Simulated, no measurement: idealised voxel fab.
The document below concerns the process module designated voxel self aligned contacts.
The figure presents cross-section cut, which has a width of 260 nm and is divided into square cells with an edge length of 5 nm.
Format of a cross-section: grid, square cells. Given as bands. Order: top down. Band: one or more rows of cells. The entry gives the band's vertical extent as a top height and a bottom height in nm, then its horizontal make-up as materials from left to right, each with a width in nm. "empty" stands for empty space; a single material marked "everywhere" fills the band edge to edge. Height is counted from the level 0, under which the received wafer is composed throughout of one material. The lowest of the bands is not closed at the bottom but continues downward, in the notation "0..down". The two numbers in a width such as "30..40" mark its ends across the band: the first belongs to the top row of cells, the second to the bottom row, and from each row to the next the width moves by the same amount. Take "identical to before" at face value: in the step it is given for, the cross-section changed in none of its cells. Listed in "Voids, enclosed": every empty space of 8 or more cells without an open way to the top. Form: width x height at distance, the distance being from the left edge, all in nm. Note: text after step settings on the step line = simulator remark on that step. Regarding "overlay nm": on a step with a mask, it is the distance the mask lay to the right of its planned place; a negative value places it to the left.
[Planned step list for the process]
1: RECEIVE,material Si
2: OXIDIZE,depth nm 5
3: DIRECTIONAL_DEP,material polySi,thk nm 30
4: DIRECTIONAL_DEP,material SiN,thk nm 25
5: PATTERN,tone cover,mask id GATE,material resist,width nm 25,pitch nm 70,thk nm 15,overlay nm 0
6: DIRECTIONAL_ETCH,etch materials SiN,depth nm 25
7: DIRECTIONAL_ETCH,etch materials polySi,depth nm 30
8: STRIP,etch materials resist
9: CONFORMAL_DEP,material SiN,thk nm 10
10: DIRECTIONAL_ETCH,etch materials SiN,depth nm 10
11: FILL_DEP,material SiO2,thk nm 15
12: CMP,height nm 65
13: MASKED_ETCH,tone open,mask id CONTACT,width nm 55,pitch nm 70,etch materials SiO2,depth nm 70,overlay nm 0
14: CONFORMAL_DEP,material TiN,thk nm 5
15: FILL_DEP,material W,thk nm 10
16: CMP,height nm 65
17: CONFORMAL_DEP,material SiN,thk nm 5
[Account of the first of two wafers, which was processed as intended]
[As-received state of the wafer in cross-section, equivalent to post-step 1]
> 0..down = Si everywhere
> Voids, enclosed: none
[Take a look at the wafer's cross-section after step 2]
> 0..-5 = SiO2 everywhere
> Below -5, no change.
[Take a look at the wafer's cross-section after step 3]
> 30..0 = polySi everywhere
> Below 0, no change.
[Take a look at the wafer's cross-section after step 4]
> 55..30 = SiN everywhere
> Below 30, no change.
[Take a look at the wafer's cross-section after step 5]
> 70..55 = empty 45 nm | resist 25 nm | empty 45 nm | resist 25 nm | empty 45 nm | resist 25 nm | empty 50 nm
> Below 55, no change.
[Take a look at the wafer's cross-section after step 6]
> 70..55 = empty 45 nm | resist 25 nm | empty 45 nm | resist 25 nm | empty 45 nm | resist 25 nm | empty 50 nm
> 55..30 = empty 45 nm | SiN 25 nm | empty 45 nm | SiN 25 nm | empty 45 nm | SiN 25 nm | empty 50 nm
> Below 30, no change.
[Take a look at the wafer's cross-section after step 7]
> 70..55 = empty 45 nm | resist 25 nm | empty 45 nm | resist 25 nm | empty 45 nm | resist 25 nm | empty 50 nm
> 55..30 = empty 45 nm | SiN 25 nm | empty 45 nm | SiN 25 nm | empty 45 nm | SiN 25 nm | empty 50 nm
> 30..0 = empty 45 nm | polySi 25 nm | empty 45 nm | polySi 25 nm | empty 45 nm | polySi 25 nm | empty 50 nm
> Below 0, no change.
[Take a look at the wafer's cross-section after step 8]
> 55..30 = empty 45 nm | SiN 25 nm | empty 45 nm | SiN 25 nm | empty 45 nm | SiN 25 nm | empty 50 nm
> Below 30, no change.
[Take a look at the wafer's cross-section after step 9]
> 65..30 = empty 35 nm | SiN 45 nm | empty 25 nm | SiN 45 nm | empty 25 nm | SiN 45 nm | empty 40 nm
> 30..10 = empty 35 nm | SiN 10 nm | polySi 25 nm | SiN 10 nm | empty 25 nm | SiN 10 nm | polySi 25 nm | SiN 10 nm | empty 25 nm | SiN 10 nm | polySi 25 nm | SiN 10 nm | empty 40 nm
> 10..0 = SiN 45 nm | polySi 25 nm | SiN 45 nm | polySi 25 nm | SiN 45 nm | polySi 25 nm | SiN 50 nm
> Below 0, no change.
[Take a look at the wafer's cross-section after step 10]
> 55..30 = empty 35 nm | SiN 45 nm | empty 25 nm | SiN 45 nm | empty 25 nm | SiN 45 nm | empty 40 nm
> 30..0 = empty 35 nm | SiN 10 nm | polySi 25 nm | SiN 10 nm | empty 25 nm | SiN 10 nm | polySi 25 nm | SiN 10 nm | empty 25 nm | SiN 10 nm | polySi 25 nm | SiN 10 nm | empty 40 nm
> Below 0, no change.
[Take a look at the wafer's cross-section after step 11]
> 70..55 = SiO2 everywhere
> 55..30 = SiO2 35 nm | SiN 45 nm | SiO2 25 nm | SiN 45 nm | SiO2 25 nm | SiN 45 nm | SiO2 40 nm
> 30..0 = SiO2 35 nm | SiN 10 nm | polySi 25 nm | SiN 10 nm | SiO2 25 nm | SiN 10 nm | polySi 25 nm | SiN 10 nm | SiO2 25 nm | SiN 10 nm | polySi 25 nm | SiN 10 nm | SiO2 40 nm
> Below 0, no change.
[Take a look at the wafer's cross-section after step 12]
> 65..55 = SiO2 everywhere
> Below 55, no change.
[Take a look at the wafer's cross-section after step 13]
> 65..55 = SiO2 65 nm | empty 55 nm | SiO2 15 nm | empty 55 nm | SiO2 70 nm
> 55..30 = SiO2 35 nm | SiN 45 nm | empty 25 nm | SiN 45 nm | empty 25 nm | SiN 45 nm | SiO2 40 nm
> 30..0 = SiO2 35 nm | SiN 10 nm | polySi 25 nm | SiN 10 nm | empty 25 nm | SiN 10 nm | polySi 25 nm | SiN 10 nm | empty 25 nm | SiN 10 nm | polySi 25 nm | SiN 10 nm | SiO2 40 nm
> 0..-5 = SiO2 80 nm | empty 25 nm | SiO2 45 nm | empty 25 nm | SiO2 85 nm
> Below -5, no change.
[Take a look at the wafer's cross-section after step 14]
> 70..65 = TiN 70 nm | empty 45 nm | TiN 25 nm | empty 45 nm | TiN 75 nm
> 65..55 = SiO2 65 nm | TiN 5..20 nm | empty 45..15 nm | TiN 5..20 nm | SiO2 15 nm | TiN 5..20 nm | empty 45..15 nm | TiN 5..20 nm | SiO2 70 nm
> 55..30 = SiO2 35 nm | SiN 45 nm | TiN 5 nm | empty 15 nm | TiN 5 nm | SiN 45 nm | TiN 5 nm | empty 15 nm | TiN 5 nm | SiN 45 nm | SiO2 40 nm
> 30..0 = SiO2 35 nm | SiN 10 nm | polySi 25 nm | SiN 10 nm | TiN 5 nm | empty 15 nm | TiN 5 nm | SiN 10 nm | polySi 25 nm | SiN 10 nm | TiN 5 nm | empty 15 nm | TiN 5 nm | SiN 10 nm | polySi 25 nm | SiN 10 nm | SiO2 40 nm
> 0..-5 = SiO2 80 nm | TiN 25 nm | SiO2 45 nm | TiN 25 nm | SiO2 85 nm
> Below -5, no change.
[Take a look at the wafer's cross-section after step 15]
> 80..70 = W everywhere
> 70..65 = TiN 70 nm | W 45 nm | TiN 25 nm | W 45 nm | TiN 75 nm
> 65..55 = SiO2 65 nm | TiN 5..20 nm | W 45..15 nm | TiN 5..20 nm | SiO2 15 nm | TiN 5..20 nm | W 45..15 nm | TiN 5..20 nm | SiO2 70 nm
> 55..30 = SiO2 35 nm | SiN 45 nm | TiN 5 nm | W 15 nm | TiN 5 nm | SiN 45 nm | TiN 5 nm | W 15 nm | TiN 5 nm | SiN 45 nm | SiO2 40 nm
> 30..0 = SiO2 35 nm | SiN 10 nm | polySi 25 nm | SiN 10 nm | TiN 5 nm | W 15 nm | TiN 5 nm | SiN 10 nm | polySi 25 nm | SiN 10 nm | TiN 5 nm | W 15 nm | TiN 5 nm | SiN 10 nm | polySi 25 nm | SiN 10 nm | SiO2 40 nm
> Below 0, no change.
[Take a look at the wafer's cross-section after step 16]
> 65..55 = SiO2 65 nm | TiN 5..20 nm | W 45..15 nm | TiN 5..20 nm | SiO2 15 nm | TiN 5..20 nm | W 45..15 nm | TiN 5..20 nm | SiO2 70 nm
> Below 55, no change.
[Take a look at the wafer's cross-section after step 17]
> 70..65 = SiN everywhere
> Below 65, no change.
[Companion wafer, the second of two: same beginning, same intended sequence, one mistake in carrying it out; through step 16 inclusive it tracks the first exactly]
[Second wafer, cut view, end of step 17 per plan]
> 70..65 = TiN everywhere
> Below 65, no change.
Diagnosis: step 17 did not happen as planned, as run it was CONFORMAL_DEP,material TiN,thk nm 5
End check, counted in cells, second wafer has more or fewer of these materials than the first: -52 SiN; +52 TiN
